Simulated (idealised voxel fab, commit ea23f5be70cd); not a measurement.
Proc. module: voxel wiring stack
The figure presents cross-section cut, which has a width of 195 nm and is divided into square cells with an edge length of 5 nm.
When this document writes out a cross-section, it uses a grid of square cells and lists it as bands, beginning at the top and moving down, with a band standing for one or more rows of cells.
Top height, bottom height, nm. Materials left to right, width each, nm. Single material + "throughout" = fills band edge to edge. "air" = empty.
Below 0: as-received wafer, all one material; heights counted from there. Lowest band: no bottom, goes on down, written "0 -> down".
Width "30 to 40": first value at the band's top row of cells, second value at its bottom row, equal change from row to row.
"all unchanged" -> step changed no cross-section cell.
"Closed internal voids" - sealed voids, min. 8 cells, no opening to top; format: width x height at distance (distance from left edge; nm throughout).
Post-settings text on a step line: simulator's own remark regarding the step.
You can add "overlay nm" to a step's line. For a step with a mask, it describes how far the mask lay to the right of its planned position, and a negative number describes a lay to the left.
**List of planned process steps**
- 1: RECEIVE,material Si
- 2: CONFORMAL_DEP,material SiO2,thk nm 15
- 3: CONFORMAL_DEP,material SiCN,thk nm 5
- 4: DIRECTIONAL_DEP,material lowk,thk nm 20
- 5: MASKED_ETCH,tone open,mask id METAL_1,width nm 25,pitch nm 40,etch materials lowk,depth nm 20,overlay nm 0
- 6: MASKED_ETCH,tone open,mask id METAL_1,width nm 25,pitch nm 40,etch materials SiCN,depth nm 5,overlay nm 0
- 7: CONFORMAL_DEP,material TiN,thk nm 5
- 8: FILL_DEP,material Cu,thk nm 10
- 9: CMP,height nm 40
- 10: EPI,material Ru,thk nm 5
- 11: FILL_DEP,material SiCN,thk nm 5
- 12: DIRECTIONAL_DEP,material lowk,thk nm 25
- 13: DIRECTIONAL_DEP,material aC,thk nm 15
- 14: PATTERN,tone open,mask id METAL_2,material resist,width nm 25,pitch nm 40,thk nm 35,overlay nm 0
- 15: DIRECTIONAL_ETCH,etch materials aC,depth nm 15
- 16: STRIP,etch materials resist
- 17: DIRECTIONAL_ETCH,etch materials lowk,depth nm 15
- 18: STRIP,etch materials aC
- 19: PATTERN,tone open,mask id METAL_2_HOLES,material resist,width nm 15,pitch nm 40,thk nm 20,overlay nm 0
- 20: DIRECTIONAL_ETCH,etch materials lowk,depth nm 10
- 21: DIRECTIONAL_ETCH,etch materials SiCN,depth nm 5
- 22: STRIP,etch materials resist
- 23: CONFORMAL_DEP,material TiN,thk nm 5
- 24: FILL_DEP,material Cu,thk nm 10
- 25: CMP,height nm 75
- 26: CONFORMAL_DEP,material SiCN,thk nm 5
**Wafer cross-section on receipt, i.e. after step 1**
* 0 -> down | Si throughout
* Closed internal voids: none
**End-of-module cross-section of the first of two wafers, processed as planned**
* 80 -> 75 | SiCN throughout
* 75 -> 65 | lowk 65 nm, TiN 5 nm, Cu 15 nm, TiN 5 nm, lowk 15 nm, TiN 5 nm, Cu 15 nm, TiN 5 nm, lowk 65 nm
* 65 -> 60 | lowk 65 nm, TiN 5 nm, Cu 5 nm, TiN 15 nm, lowk 15 nm, TiN 5 nm, Cu 5 nm, TiN 15 nm, lowk 65 nm
* 60 -> 50 | lowk 65 nm, TiN 5 nm, Cu 5 nm, TiN 5 nm, lowk 25 nm, TiN 5 nm, Cu 5 nm, TiN 5 nm, lowk 75 nm
* 50 -> 45 | SiCN 65 nm, TiN 15 nm, SiCN 25 nm, TiN 15 nm, SiCN 75 nm
* 45 -> 40 | SiCN 60 nm, Ru 35 nm, SiCN 5 nm, Ru 35 nm, SiCN 60 nm
* 40 -> 20 | lowk 65 nm, TiN 5 nm, Cu 15 nm, TiN 5 nm, lowk 15 nm, TiN 5 nm, Cu 15 nm, TiN 5 nm, lowk 65 nm
* 20 -> 15 | SiCN 65 nm, TiN 25 nm, SiCN 15 nm, TiN 25 nm, SiCN 65 nm
* 15 -> 0 | SiO2 throughout
* 0 -> down | Si throughout
* Closed internal voids: none
**Cross-section, wafer two of two, end of module: same start and plan as wafer one, one error in execution**
* 80 -> 75 | SiCN throughout
* 75 -> 70 | SiCN 65 nm, TiN 15 nm, SiCN 25 nm, TiN 15 nm, SiCN 75 nm
* 70 -> 65 | SiCN 60 nm, lowk 35 nm, SiCN 5 nm, lowk 35 nm, SiCN 60 nm
* 65 -> 45 | lowk throughout
* 45 -> 40 | lowk 60 nm, Ru 35 nm, lowk 5 nm, Ru 35 nm, lowk 60 nm
* 40 -> 20 | lowk 65 nm, TiN 5 nm, Cu 15 nm, TiN 5 nm, lowk 15 nm, TiN 5 nm, Cu 15 nm, TiN 5 nm, lowk 65 nm
* 20 -> 15 | SiCN 65 nm, TiN 25 nm, SiCN 15 nm, TiN 25 nm, SiCN 65 nm
* 15 -> 0 | SiO2 throughout
* 0 -> down | Si throughout
* Closed internal voids: none
So what did we get wrong on this run? so 11 and 12 got swapped relative to the plan, each ran where the other was supposed to
Heads up, by the end the second wafer has more or fewer cells of some materials compared to the first: Cu: 18 fewer; TiN: 24 fewer; lowk: 42 more
